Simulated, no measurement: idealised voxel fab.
Herein follows the process module entitled voxel quadruple lines.
Square cell edge 5 nm, section width 230 nm, ID cut.
Square cells in a grid make up a cross-section in this document, and the grid is given as bands, listed from the top down, each one or more rows of cells.
Band entry format. Leading values: height of top, height of bottom, nm. Remainder: materials in left-to-right order, each with its width in nm. Special words: "throughout" on a single material, which then fills the band edge to edge; "air", empty space.
Heights are reckoned from 0. Under this level, the received wafer is all of one material. The bottommost band is open-ended downward, for example "0 and below".
With a width like "30 to 40", each row of cells in the band differs from the next by the same amount, the top row carrying the first number and the bottom row the second.
It should be understood that the words "remained unchanged", when stated for a given step, signify that the cross-section underwent no change in any of its cells during that step.
"Voids, sealed" enumerates empty spaces isolated from the top, with no open way to it, that contain at least 8 cells, giving each as width x height at distance from the left edge, all three in nm.
On a step's line, text after the settings is the simulator commenting on that step.
Among the settings permitted on a step's line is "overlay nm"; applied to a step with a mask, it specifies the extent to which the mask lay to the right of its planned position, whereas a negative figure signifies a position to the left.

List of planned process steps:
1,RECEIVE,material Si
2,CONFORMAL_DEP,material Al2O3,thk nm 5
3,DIRECTIONAL_DEP,material W,thk nm 10
4,DIRECTIONAL_DEP,material polySi,thk nm 15
5,DIRECTIONAL_DEP,material aC,thk nm 25
6,PATTERN,tone cover,mask id MANDREL,material resist,width nm 25,pitch nm 80,thk nm 35,overlay nm 0
7,DIRECTIONAL_ETCH,etch materials aC,depth nm 25
8,STRIP,etch materials resist
9,CONFORMAL_DEP,material SiO2,thk nm 15
10,DIRECTIONAL_ETCH,etch materials SiO2,depth nm 15
11,STRIP,etch materials aC
12,DIRECTIONAL_ETCH,etch materials polySi,depth nm 15
13,STRIP,etch materials SiO2
14,CONFORMAL_DEP,material SiN,thk nm 5
15,DIRECTIONAL_ETCH,etch materials SiN,depth nm 5
16,STRIP,etch materials polySi
17,DIRECTIONAL_ETCH,etch materials W,depth nm 10
18,STRIP,etch materials SiN
19,FILL_DEP,material lowk,thk nm 5
20,CMP,height nm 15

The first of the two wafers, which ran as planned:

Received-state cross-section, reflecting completion of step 1:
> 0 and below = Si throughout
> Voids, sealed: none

Wafer section view after processing step 2:
> 5 down to 0 = Al2O3 throughout
> Nothing below the height 0 has changed.

Wafer section view after processing step 3:
> 15 down to 5 = W throughout
> Nothing below the height 5 has changed.

Wafer section view after processing step 4:
> 30 down to 15 = polySi throughout
> Nothing below the height 15 has changed.

Wafer section view after processing step 5:
> 55 down to 30 = aC throughout
> Nothing below the height 30 has changed.

Wafer section view after processing step 6:
> 90 down to 55 = air: 60; resist: 25; air: 55; resist: 25; air: 65
> Nothing below the height 55 has changed.

Wafer section view after processing step 7:
> 65 down to 55 = air: 60; resist: 25; air: 55; resist: 25; air: 65
> 55 down to 30 = air: 60; aC: 25; air: 55; aC: 25; air: 65
> Nothing below the height 30 has changed.

Wafer section view after processing step 8:
> 55 down to 30 = air: 60; aC: 25; air: 55; aC: 25; air: 65
> Nothing below the height 30 has changed.

Wafer section view after processing step 9:
> 70 down to 55 = air: 45; SiO2: 55; air: 25; SiO2: 55; air: 50
> 55 down to 45 = air: 45; SiO2: 15; aC: 25; SiO2: 15; air: 25; SiO2: 15; aC: 25; SiO2: 15; air: 50
> 45 down to 30 = SiO2: 60; aC: 25; SiO2: 55; aC: 25; SiO2: 65
> Nothing below the height 30 has changed.

Wafer section view after processing step 10:
> 55 down to 30 = air: 45; SiO2: 15; aC: 25; SiO2: 15; air: 25; SiO2: 15; aC: 25; SiO2: 15; air: 50
> Nothing below the height 30 has changed.

Wafer section view after processing step 11:
> 55 down to 30 = air: 45; SiO2: 15; air: 25; SiO2: 15; air: 25; SiO2: 15; air: 25; SiO2: 15; air: 50
> Nothing below the height 30 has changed.

Wafer section view after processing step 12:
> 55 down to 30 = air: 45; SiO2: 15; air: 25; SiO2: 15; air: 25; SiO2: 15; air: 25; SiO2: 15; air: 50
> 30 down to 15 = air: 45; polySi: 15; air: 25; polySi: 15; air: 25; polySi: 15; air: 25; polySi: 15; air: 50
> Nothing below the height 15 has changed.

Wafer section view after processing step 13:
> 30 down to 15 = air: 45; polySi: 15; air: 25; polySi: 15; air: 25; polySi: 15; air: 25; polySi: 15; air: 50
> Nothing below the height 15 has changed.

Wafer section view after processing step 14:
> 35 down to 30 = air: 40; SiN: 25; air: 15; SiN: 25; air: 15; SiN: 25; air: 15; SiN: 25; air: 45
> 30 down to 20 = air: 40; SiN: 5; polySi: 15; SiN: 5; air: 15; SiN: 5; polySi: 15; SiN: 5; air: 15; SiN: 5; polySi: 15; SiN: 5; air: 15; SiN: 5; polySi: 15; SiN: 5; air: 45
> 20 down to 15 = SiN: 45; polySi: 15; SiN: 25; polySi: 15; SiN: 25; polySi: 15; SiN: 25; polySi: 15; SiN: 50
> Nothing below the height 15 has changed.

Wafer section view after processing step 15:
> 30 down to 15 = air: 40; SiN: 5; polySi: 15; SiN: 5; air: 15; SiN: 5; polySi: 15; SiN: 5; air: 15; SiN: 5; polySi: 15; SiN: 5; air: 15; SiN: 5; polySi: 15; SiN: 5; air: 45
> Nothing below the height 15 has changed.

Wafer section view after processing step 16:
> 30 down to 15 = air: 40; SiN: 5; air: 15; SiN: 5; air: 15; SiN: 5; air: 15; SiN: 5; air: 15; SiN: 5; air: 15; SiN: 5; air: 15; SiN: 5; air: 15; SiN: 5; air: 45
> Nothing below the height 15 has changed.

Wafer section view after processing step 17:
> 30 down to 15 = air: 40; SiN: 5; air: 15; SiN: 5; air: 15; SiN: 5; air: 15; SiN: 5; air: 15; SiN: 5; air: 15; SiN: 5; air: 15; SiN: 5; air: 15; SiN: 5; air: 45
> 15 down to 5 = air: 40; W: 5; air: 15; W: 5; air: 15; W: 5; air: 15; W: 5; air: 15; W: 5; air: 15; W: 5; air: 15; W: 5; air: 15; W: 5; air: 45
> Nothing below the height 5 has changed.

Wafer section view after processing step 18:
> 15 down to 5 = air: 40; W: 5; air: 15; W: 5; air: 15; W: 5; air: 15; W: 5; air: 15; W: 5; air: 15; W: 5; air: 15; W: 5; air: 15; W: 5; air: 45
> Nothing below the height 5 has changed.

Wafer section view after processing step 19:
> 20 down to 15 = lowk throughout
> 15 down to 5 = lowk: 40; W: 5; lowk: 15; W: 5; lowk: 15; W: 5; lowk: 15; W: 5; lowk: 15; W: 5; lowk: 15; W: 5; lowk: 15; W: 5; lowk: 15; W: 5; lowk: 45
> Nothing below the height 5 has changed.

Wafer section view after processing step 20:
> 15 down to 5 = lowk: 40; W: 5; lowk: 15; W: 5; lowk: 15; W: 5; lowk: 15; W: 5; lowk: 15; W: 5; lowk: 15; W: 5; lowk: 15; W: 5; lowk: 15; W: 5; lowk: 45
> Nothing below the height 5 has changed.

Now the other wafer: same start, same recipe, but we messed up one thing when running it. Up to and including step 5 it's the same as the first one:

Second wafer: cross-section at the scheduled end of step 6:
> 90 down to 55 = resist: 60; air: 25; resist: 55; air: 25; resist: 65
> Nothing below the height 55 has changed.

Second wafer: cross-section at the scheduled end of step 7:
> 65 down to 55 = resist: 60; air: 25; resist: 55; air: 25; resist: 65
> 55 down to 30 = aC: 60; air: 25; aC: 55; air: 25; aC: 65
> Nothing below the height 30 has changed.

Second wafer: cross-section at the scheduled end of step 8:
> 55 down to 30 = aC: 60; air: 25; aC: 55; air: 25; aC: 65
> Nothing below the height 30 has changed.

Second wafer: cross-section at the scheduled end of step 9:
> 70 down to 55 = SiO2 throughout
> 55 down to 30 = aC: 60; SiO2: 25; aC: 55; SiO2: 25; aC: 65
> Nothing below the height 30 has changed.

Second wafer: cross-section at the scheduled end of step 10:
> 55 down to 30 = aC: 60; SiO2: 25; aC: 55; SiO2: 25; aC: 65
> Nothing below the height 30 has changed.

Second wafer: cross-section at the scheduled end of step 11:
> 55 down to 30 = air: 60; SiO2: 25; air: 55; SiO2: 25; air: 65
> Nothing below the height 30 has changed.

Second wafer: cross-section at the scheduled end of step 12:
> 55 down to 30 = air: 60; SiO2: 25; air: 55; SiO2: 25; air: 65
> 30 down to 15 = air: 60; polySi: 25; air: 55; polySi: 25; air: 65
> Nothing below the height 15 has changed.

Second wafer: cross-section at the scheduled end of step 13:
> 30 down to 15 = air: 60; polySi: 25; air: 55; polySi: 25; air: 65
> Nothing below the height 15 has changed.

Second wafer: cross-section at the scheduled end of step 14:
> 35 down to 30 = air: 55; SiN: 35; air: 45; SiN: 35; air: 60
> 30 down to 20 = air: 55; SiN: 5; polySi: 25; SiN: 5; air: 45; SiN: 5; polySi: 25; SiN: 5; air: 60
> 20 down to 15 = SiN: 60; polySi: 25; SiN: 55; polySi: 25; SiN: 65
> Nothing below the height 15 has changed.

Second wafer: cross-section at the scheduled end of step 15:
> 30 down to 15 = air: 55; SiN: 5; polySi: 25; SiN: 5; air: 45; SiN: 5; polySi: 25; SiN: 5; air: 60
> Nothing below the height 15 has changed.

Second wafer: cross-section at the scheduled end of step 16:
> 30 down to 15 = air: 55; SiN: 5; air: 25; SiN: 5; air: 45; SiN: 5; air: 25; SiN: 5; air: 60
> Nothing below the height 15 has changed.

Second wafer: cross-section at the scheduled end of step 17:
> 30 down to 15 = air: 55; SiN: 5; air: 25; SiN: 5; air: 45; SiN: 5; air: 25; SiN: 5; air: 60
> 15 down to 5 = air: 55; W: 5; air: 25; W: 5; air: 45; W: 5; air: 25; W: 5; air: 60
> Nothing below the height 5 has changed.

Second wafer: cross-section at the scheduled end of step 18:
> 15 down to 5 = air: 55; W: 5; air: 25; W: 5; air: 45; W: 5; air: 25; W: 5; air: 60
> Nothing below the height 5 has changed.

Second wafer: cross-section at the scheduled end of step 19:
> 20 down to 15 = lowk throughout
> 15 down to 5 = lowk: 55; W: 5; lowk: 25; W: 5; lowk: 45; W: 5; lowk: 25; W: 5; lowk: 60
> Nothing below the height 5 has changed.

Second wafer: cross-section at the scheduled end of step 20:
> 15 down to 5 = lowk: 55; W: 5; lowk: 25; W: 5; lowk: 45; W: 5; lowk: 25; W: 5; lowk: 60
> Nothing below the height 5 has changed.
In executing the process, a mistake was made relative to the plan: not per plan at step 6, really ran PATTERN,tone open,mask id MANDREL,material resist,width nm 25,pitch nm 80,thk nm 35,overlay nm 0
Final tally in cells, some materials are higher or lower on the second wafer than on the first: -8 W; +8 lowk
